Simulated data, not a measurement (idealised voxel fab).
process module | voxel wiring stack
cross-section cut | 255 nm wide | cells 5 nm
A cross-section is a grid of square cells, given in bands from the top down. A band is one or more rows of cells.
Each band's line starts with the height of the band's top and of its bottom, in nm. Then come its materials from left to right, each with its width in nm. One material with "throughout" fills the band from edge to edge. "air" is empty space.
Height 0 is the level under which the wafer as received is all one material. The lowest band goes on downwards, as in "0 down".
A width such as "30 to 40" changes by the same amount from each row of cells to the next, from the band's top row to its bottom row.
"no change" after a step means that no cell of the cross-section changed.
closed voids: empty space of 8 cells or more with no open way to the top, each as width x height at its distance from the left edge, in nm
after a step's settings: what the simulator itself notes on the step
overlay nm, on a step with a mask: how far to the right of its planned place the mask lay; to the left if negative
plan
1 op RECEIVE | material Si
2 op CONFORMAL_DEP | material SiO2 | thk nm 15
3 op DIRECTIONAL_DEP | material TiN | thk nm 5
4 op DIRECTIONAL_DEP | material W | thk nm 15
5 op DIRECTIONAL_DEP | material aC | thk nm 10
6 op PATTERN | tone cover | mask id METAL_1 | material resist | width nm 30 | pitch nm 50 | thk nm 25 | overlay nm 0
7 op DIRECTIONAL_ETCH | etch materials aC | depth nm 10
8 op STRIP | etch materials resist
9 op DIRECTIONAL_ETCH | etch materials W | depth nm 15
10 op DIRECTIONAL_ETCH | etch materials TiN | depth nm 5
11 op STRIP | etch materials aC
12 op FILL_DEP | material SiO2 | thk nm 10
13 op CMP | height nm 35
14 op CONFORMAL_DEP | material SiCN | thk nm 5
15 op DIRECTIONAL_DEP | material lowk | thk nm 10
16 op PATTERN | tone open | mask id PLUG_1 | material resist | width nm 15 | pitch nm 50 | thk nm 20 | overlay nm 0
17 op DIRECTIONAL_ETCH | etch materials lowk | depth nm 10
18 op DIRECTIONAL_ETCH | etch materials SiCN | depth nm 5
19 op STRIP | etch materials resist
20 op CONFORMAL_DEP | material TiN | thk nm 5
21 op FILL_DEP | material Ru | thk nm 5
22 op CMP | height nm 50
23 op DIRECTIONAL_DEP | material TiN | thk nm 5
24 op DIRECTIONAL_DEP | material Ru | thk nm 15
25 op DIRECTIONAL_DEP | material aC | thk nm 10
26 op PATTERN | tone cover | mask id METAL_2 | material resist | width nm 30 | pitch nm 50 | thk nm 25 | overlay nm 0
27 op DIRECTIONAL_ETCH | etch materials aC | depth nm 10
28 op STRIP | etch materials resist
29 op DIRECTIONAL_ETCH | etch materials Ru | depth nm 15
30 op DIRECTIONAL_ETCH | etch materials TiN | depth nm 5
31 op STRIP | etch materials aC
32 op CONFORMAL_DEP | material SiCN | thk nm 5
33 op FILL_DEP | material lowk | thk nm 10
34 op CMP | height nm 70
35 op CONFORMAL_DEP | material SiCN | thk nm 5
as received, after step 1
  0 down: Si throughout
  closed voids: none
first wafer at the end, as planned
  75 to 70: SiCN throughout
  70 to 55: lowk 30 | SiCN 5 | Ru 30 | SiCN 5 | lowk 10 | SiCN 5 | Ru 30 | SiCN 5 | lowk 10 | SiCN 5 | Ru 30 | SiCN 5 | lowk 10 | SiCN 5 | Ru 30 | SiCN 5 | lowk 35
  55 to 50: SiCN 35 | TiN 30 | SiCN 20 | TiN 30 | SiCN 20 | TiN 30 | SiCN 20 | TiN 30 | SiCN 40
  50 to 40: lowk 35 | TiN 5 | Ru 5 | TiN 5 | lowk 35 | TiN 5 | Ru 5 | TiN 5 | lowk 35 | TiN 5 | Ru 5 | TiN 5 | lowk 35 | TiN 5 | Ru 5 | TiN 5 | lowk 55
  40 to 35: SiCN 35 | TiN 15 | SiCN 35 | TiN 15 | SiCN 35 | TiN 15 | SiCN 35 | TiN 15 | SiCN 55
  35 to 20: SiO2 35 | W 30 | SiO2 20 | W 30 | SiO2 20 | W 30 | SiO2 20 | W 30 | SiO2 40
  20 to 15: SiO2 35 | TiN 30 | SiO2 20 | TiN 30 | SiO2 20 | TiN 30 | SiO2 20 | TiN 30 | SiO2 40
  15 to 0: SiO2 throughout
  0 down: Si throughout
  closed voids: none
second wafer at the end: like start, like plan, one mistake
  75 to 70: SiCN throughout
  70 to 55: lowk 30 | SiCN 5 | Ru 30 | SiCN 5 | lowk 10 | SiCN 5 | Ru 30 | SiCN 5 | lowk 10 | SiCN 5 | Ru 30 | SiCN 5 | lowk 10 | SiCN 5 | Ru 30 | SiCN 5 | lowk 35
  55 to 50: SiCN 35 | TiN 30 | SiCN 20 | TiN 30 | SiCN 20 | TiN 30 | SiCN 20 | TiN 30 | SiCN 40
  50 to 40: lowk 35 | aC 5 | Ru 5 | aC 5 | lowk 35 | aC 5 | Ru 5 | aC 5 | lowk 35 | aC 5 | Ru 5 | aC 5 | lowk 35 | aC 5 | Ru 5 | aC 5 | lowk 55
  40 to 35: SiCN 35 | aC 15 | SiCN 35 | aC 15 | SiCN 35 | aC 15 | SiCN 35 | aC 15 | SiCN 55
  35 to 20: SiO2 35 | W 30 | SiO2 20 | W 30 | SiO2 20 | W 30 | SiO2 20 | W 30 | SiO2 40
  20 to 15: SiO2 35 | TiN 30 | SiO2 20 | TiN 30 | SiO2 20 | TiN 30 | SiO2 20 | TiN 30 | SiO2 40
  15 to 0: SiO2 throughout
  0 down: Si throughout
  closed voids: none
what went wrong: step 20 ran as: op CONFORMAL_DEP | material aC | thk nm 5
at the end the second wafer has, in cells: 28 fewer of TiN | 28 more of aC
